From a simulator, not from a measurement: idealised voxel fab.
The following process module bears the name voxel self aligned contacts.
Cross-section cut: width 245 nm, square cells of 5 nm.
Think of the cross-section as a grid of square cells. We describe it in bands, top to bottom, and each band covers one or more rows of those cells.
First you get the band's top height and its bottom height, in nm, and then the materials it's made of, left to right, with each width in nm. If you see a single material with "full width", that one covers the band edge to edge. "empty" is empty space.
For the purposes of this specification, 0 denotes the height below which the wafer in its as-received condition is composed wholly of one material, and the lowermost band, lacking a lower limit, extends downward without end, as expressed in "0 and below".
Width "30..40": first value at the band's top row of cells, second value at its bottom row, equal change from row to row.
Reading "stayed the same" for a step: not a cell of the cross-section changed in it.
Heads up: "Closed void roster" only lists the empty pockets with no open path to the top that are 8 cells or more, and it writes them as width x height at distance, distance from the left edge, in nm.
Post-settings text on a step line: simulator's own remark regarding the step.
overlay nm, on a step with a mask: how far to the right of its planned place the mask lay; to the left if negative

[Planned step list for the process]
1. op RECEIVE | material Si
2. op CONFORMAL_DEP | material SiO2 | thk nm 5
3. op DIRECTIONAL_DEP | material polySi | thk nm 30
4. op DIRECTIONAL_DEP | material SiN | thk nm 20
5. op PATTERN | tone cover | mask id GATE | material resist | width nm 30 | pitch nm 70 | thk nm 20 | overlay nm 0
6. op DIRECTIONAL_ETCH | etch materials SiN | depth nm 20
7. op DIRECTIONAL_ETCH | etch materials polySi | depth nm 30
8. op STRIP | etch materials resist
9. op CONFORMAL_DEP | material SiN | thk nm 10
10. op DIRECTIONAL_ETCH | etch materials SiN | depth nm 10
11. op FILL_DEP | material SiO2 | thk nm 10
12. op CMP | height nm 60
13. op PATTERN | tone open | mask id CONTACT | material resist | width nm 50 | pitch nm 70 | thk nm 20 | overlay nm 0
14. op DIRECTIONAL_ETCH | etch materials SiO2 | depth nm 60
15. op STRIP | etch materials resist
16. op CONFORMAL_DEP | material TiN | thk nm 5
17. op FILL_DEP | material Ru | thk nm 5
18. op CMP | height nm 60
19. op CONFORMAL_DEP | material SiCN | thk nm 5

[Cross-section of the wafer upon arrival, representing the state reached after step 1]
  0 and below  Si full width
  Closed void roster: none

[End state of the module in cross-section, given the above starting point and plan and one mistake in execution]
  65 down to 60  SiCN full width
  60 down to 40  25 nm SiO2, 10 nm SiN, 30 nm polySi, 10 nm SiN, 5 nm TiN, 10 nm Ru, 5 nm TiN, 10 nm SiN, 30 nm polySi, 10 nm SiN, 5 nm TiN, 10 nm Ru, 5 nm TiN, 10 nm SiN, 30 nm polySi, 10 nm SiN, 30 nm SiO2
  40 down to 35  25 nm SiO2, 10 nm SiN, 30 nm polySi, 10 nm SiN, 20 nm TiN, 10 nm SiN, 30 nm polySi, 10 nm SiN, 20 nm TiN, 10 nm SiN, 30 nm polySi, 10 nm SiN, 30 nm SiO2
  35 down to 5  polySi full width
  5 down to 0  SiO2 full width
  0 and below  Si full width
  Closed void roster: none
It is concluded that the wafer was processed incorrectly with respect to the plan, in that step 3 was run twice
